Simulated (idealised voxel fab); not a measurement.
The following process module bears the name voxel wiring stack.
The cross-section shown here is cut; it is 215 nm wide and divided into square cells measuring 5 nm on a side.
A cross-section in this document is a grid of square cells, and it is written down as bands, the top band listed before the ones below it; a band is made up of one or more rows of cells. Within each band entry, the heights of the top and of the bottom of the band appear first, in that order and in nm; the materials of the band then follow from left to right, each with its corresponding width in nm. The designation "all across" on a single material indicates that it fills the band from edge to edge; the designation "air" indicates empty space. Convention: height 0 is the level below which the wafer, as received, is all one material. The lowest band does not terminate at the bottom but continues downward, represented as "top 0, no bottom". Top row gets the first number, bottom row gets the second, and each row in between changes by the same step: that is how a band width like "30 to 40" works. Any step labelled "no change" changed none of the cells in the cross-section. Heads up: "Sealed void list" only lists the empty pockets with no open path to the top that are 8 cells or more, and it writes them as width x height at distance, distance from the left edge, in nm. Where a step's line continues beyond its settings, the continuation is a remark by the simulator itself on that step. For masked steps, "overlay nm" on the step line gives how far right of plan the mask actually lay; a minus sign means it lay to the left.
[List of planned process steps]
- 1: RECEIVE | material Si
- 2: CONFORMAL_DEP | material SiO2 | thk nm 15
- 3: DIRECTIONAL_DEP | material TiN | thk nm 5
- 4: DIRECTIONAL_DEP | material Ru | thk nm 20
- 5: DIRECTIONAL_DEP | material aC | thk nm 10
- 6: PATTERN | tone cover | mask id METAL_1 | material resist | width nm 25 | pitch nm 50 | thk nm 30 | overlay nm 0
- 7: DIRECTIONAL_ETCH | etch materials aC | depth nm 10
- 8: STRIP | etch materials resist
- 9: DIRECTIONAL_ETCH | etch materials Ru | depth nm 20
- 10: DIRECTIONAL_ETCH | etch materials TiN | depth nm 5
- 11: STRIP | etch materials aC
- 12: FILL_DEP | material SiO2 | thk nm 10
- 13: CMP | height nm 40
- 14: CONFORMAL_DEP | material SiCN | thk nm 5
- 15: DIRECTIONAL_DEP | material SiO2 | thk nm 20
- 16: MASKED_ETCH | tone open | mask id PLUG_1 | width nm 15 | pitch nm 50 | etch materials SiO2 | depth nm 20 | overlay nm 0
- 17: MASKED_ETCH | tone open | mask id PLUG_1 | width nm 15 | pitch nm 50 | etch materials SiCN | depth nm 5 | overlay nm 0
- 18: EPI | material Ru | thk nm 10
- 19: EPI | material Ru | thk nm 10
- 20: EPI | material Ru | thk nm 5
- 21: DIRECTIONAL_DEP | material TiN | thk nm 5
- 22: DIRECTIONAL_DEP | material Ru | thk nm 15
- 23: DIRECTIONAL_DEP | material aC | thk nm 10
- 24: PATTERN | tone cover | mask id METAL_2 | material resist | width nm 25 | pitch nm 50 | thk nm 30 | overlay nm 0
- 25: DIRECTIONAL_ETCH | etch materials aC | depth nm 10
- 26: STRIP | etch materials resist
- 27: DIRECTIONAL_ETCH | etch materials Ru | depth nm 15
- 28: DIRECTIONAL_ETCH | etch materials TiN | depth nm 5
- 29: STRIP | etch materials aC
- 30: FILL_DEP | material SiO2 | thk nm 5
- 31: CMP | height nm 85
- 32: CONFORMAL_DEP | material SiCN | thk nm 5
- 33: DIRECTIONAL_DEP | material lowk | thk nm 10
- 34: MASKED_ETCH | tone open | mask id PLUG_2 | width nm 15 | pitch nm 50 | etch materials lowk | depth nm 10 | overlay nm 0
- 35: MASKED_ETCH | tone open | mask id PLUG_2 | width nm 15 | pitch nm 50 | etch materials SiCN | depth nm 5 | overlay nm 0
- 36: CONFORMAL_DEP | material TiN | thk nm 5
- 37: FILL_DEP | material W | thk nm 5
- 38: CMP | height nm 100
- 39: CONFORMAL_DEP | material SiN | thk nm 5
- 40: DIRECTIONAL_DEP | material SiO2 | thk nm 25
- 41: PATTERN | tone open | mask id METAL_3 | material resist | width nm 25 | pitch nm 50 | thk nm 20 | overlay nm 0
- 42: DIRECTIONAL_ETCH | etch materials SiO2 | depth nm 25
- 43: DIRECTIONAL_ETCH | etch materials SiN | depth nm 5
- 44: STRIP | etch materials resist
- 45: CONFORMAL_DEP | material TiN | thk nm 5
- 46: FILL_DEP | material Cu | thk nm 5
- 47: CMP | height nm 130
- 48: CONFORMAL_DEP | material SiCN | thk nm 5
- 49: DIRECTIONAL_DEP | material SiO2 | thk nm 20
- 50: MASKED_ETCH | tone open | mask id PLUG_3 | width nm 15 | etch materials SiO2 | depth nm 20 | overlay nm 0
- 51: MASKED_ETCH | tone open | mask id PLUG_3 | width nm 15 | etch materials SiCN | depth nm 5 | overlay nm 0
- 52: EPI | material Ru | thk nm 10
- 53: EPI | material Ru | thk nm 10
- 54: EPI | material Ru | thk nm 5
- 55: CONFORMAL_DEP | material SiCN | thk nm 5
- 56: DIRECTIONAL_DEP | material lowk | thk nm 25
- 57: MASKED_ETCH | tone open | mask id METAL_4 | width nm 25 | pitch nm 50 | etch materials lowk | depth nm 25 | overlay nm 0
- 58: MASKED_ETCH | tone open | mask id METAL_4 | width nm 25 | pitch nm 50 | etch materials SiCN | depth nm 5 | overlay nm 0
- 59: CONFORMAL_DEP | material TiN | thk nm 5
- 60: FILL_DEP | material Cu | thk nm 10
- 61: CMP | height nm 185
- 62: CONFORMAL_DEP | material SiN | thk nm 5
[Step 1 complete: cross-section of the wafer as received]
top 0, no bottom = Si all across
Sealed void list: none
[Cross-section taken at module completion on the first of two wafers; processed per the plan]
top 190, bottom 185 = SiN all across
top 185, bottom 160 = 70 nm lowk, 5 nm TiN, 15 nm Cu, 5 nm TiN, 25 nm lowk, 5 nm TiN, 15 nm Cu, 5 nm TiN, 70 nm lowk
top 160, bottom 155 = 70 nm SiCN, 25 nm TiN, 25 nm SiCN, 25 nm TiN, 70 nm SiCN
top 155, bottom 135 = 70 nm SiO2, 15 nm Ru, 130 nm SiO2
top 135, bottom 130 = 70 nm SiCN, 15 nm Ru, 130 nm SiCN
top 130, bottom 105 = 70 nm SiO2, 5 nm TiN, 15 nm Cu, 5 nm TiN, 25 nm SiO2, 5 nm TiN, 15 nm Cu, 5 nm TiN, 70 nm SiO2
top 105, bottom 100 = 70 nm SiN, 25 nm TiN, 25 nm SiN, 25 nm TiN, 70 nm SiN
top 100, bottom 90 = 70 nm lowk, 5 nm TiN, 5 nm W, 5 nm TiN, 35 nm lowk, 5 nm TiN, 5 nm W, 5 nm TiN, 80 nm lowk
top 90, bottom 85 = 70 nm SiCN, 15 nm TiN, 35 nm SiCN, 15 nm TiN, 80 nm SiCN
top 85, bottom 70 = 70 nm SiO2, 25 nm Ru, 25 nm SiO2, 25 nm Ru, 70 nm SiO2
top 70, bottom 65 = 70 nm SiO2, 25 nm TiN, 25 nm SiO2, 25 nm TiN, 70 nm SiO2
top 65, bottom 45 = 70 nm SiO2, 15 nm Ru, 35 nm SiO2, 15 nm Ru, 80 nm SiO2
top 45, bottom 40 = 70 nm SiCN, 15 nm Ru, 35 nm SiCN, 15 nm Ru, 80 nm SiCN
top 40, bottom 20 = 70 nm SiO2, 25 nm Ru, 25 nm SiO2, 25 nm Ru, 70 nm SiO2
top 20, bottom 15 = 70 nm SiO2, 25 nm TiN, 25 nm SiO2, 25 nm TiN, 70 nm SiO2
top 15, bottom 0 = SiO2 all across
top 0, no bottom = Si all across
Sealed void list: none
[The second wafer, shown in cross-section after the module: started the same way as the first and given the same plan, yet one mistake crept into how it was run]
top 190, bottom 185 = SiN all across
top 185, bottom 160 = 70 nm lowk, 5 nm TiN, 15 nm Cu, 5 nm TiN, 25 nm lowk, 5 nm TiN, 15 nm Cu, 5 nm TiN, 70 nm lowk
top 160, bottom 155 = 70 nm SiCN, 25 nm TiN, 25 nm SiCN, 25 nm TiN, 70 nm SiCN
top 155, bottom 135 = 70 nm SiO2, 15 nm Ru, 130 nm SiO2
top 135, bottom 130 = 70 nm SiCN, 15 nm Ru, 130 nm SiCN
top 130, bottom 105 = 70 nm SiO2, 5 nm TiN, 15 nm Cu, 5 nm TiN, 25 nm SiO2, 5 nm TiN, 15 nm Cu, 5 nm TiN, 70 nm SiO2
top 105, bottom 100 = 70 nm SiN, 25 nm TiN, 25 nm SiN, 25 nm TiN, 70 nm SiN
top 100, bottom 90 = 70 nm lowk, 5 nm TiN, 5 nm W, 5 nm TiN, 35 nm lowk, 5 nm TiN, 5 nm W, 5 nm TiN, 80 nm lowk
top 90, bottom 85 = 70 nm SiCN, 15 nm TiN, 35 nm SiCN, 15 nm TiN, 80 nm SiCN
top 85, bottom 70 = 70 nm SiO2, 25 nm Ru, 25 nm SiO2, 25 nm Ru, 70 nm SiO2
top 70, bottom 65 = 70 nm SiO2, 25 nm TiN, 25 nm SiO2, 25 nm TiN, 70 nm SiO2
top 65, bottom 45 = 50 nm SiO2, 105 nm Ru, 60 nm SiO2
top 45, bottom 40 = 70 nm SiCN, 15 nm Ru, 35 nm SiCN, 15 nm Ru, 80 nm SiCN
top 40, bottom 20 = 70 nm SiO2, 25 nm Ru, 25 nm SiO2, 25 nm Ru, 70 nm SiO2
top 20, bottom 15 = 70 nm SiO2, 25 nm TiN, 25 nm SiO2, 25 nm TiN, 70 nm SiO2
top 15, bottom 0 = SiO2 all across
top 0, no bottom = Si all across
Sealed void list: none
Deviation from plan: step 15 in the plan did not get run; it was skipped
At the finish, the second wafer shows more or fewer cells for some materials than the first does: 60 more of Ru, 60 fewer of SiO2
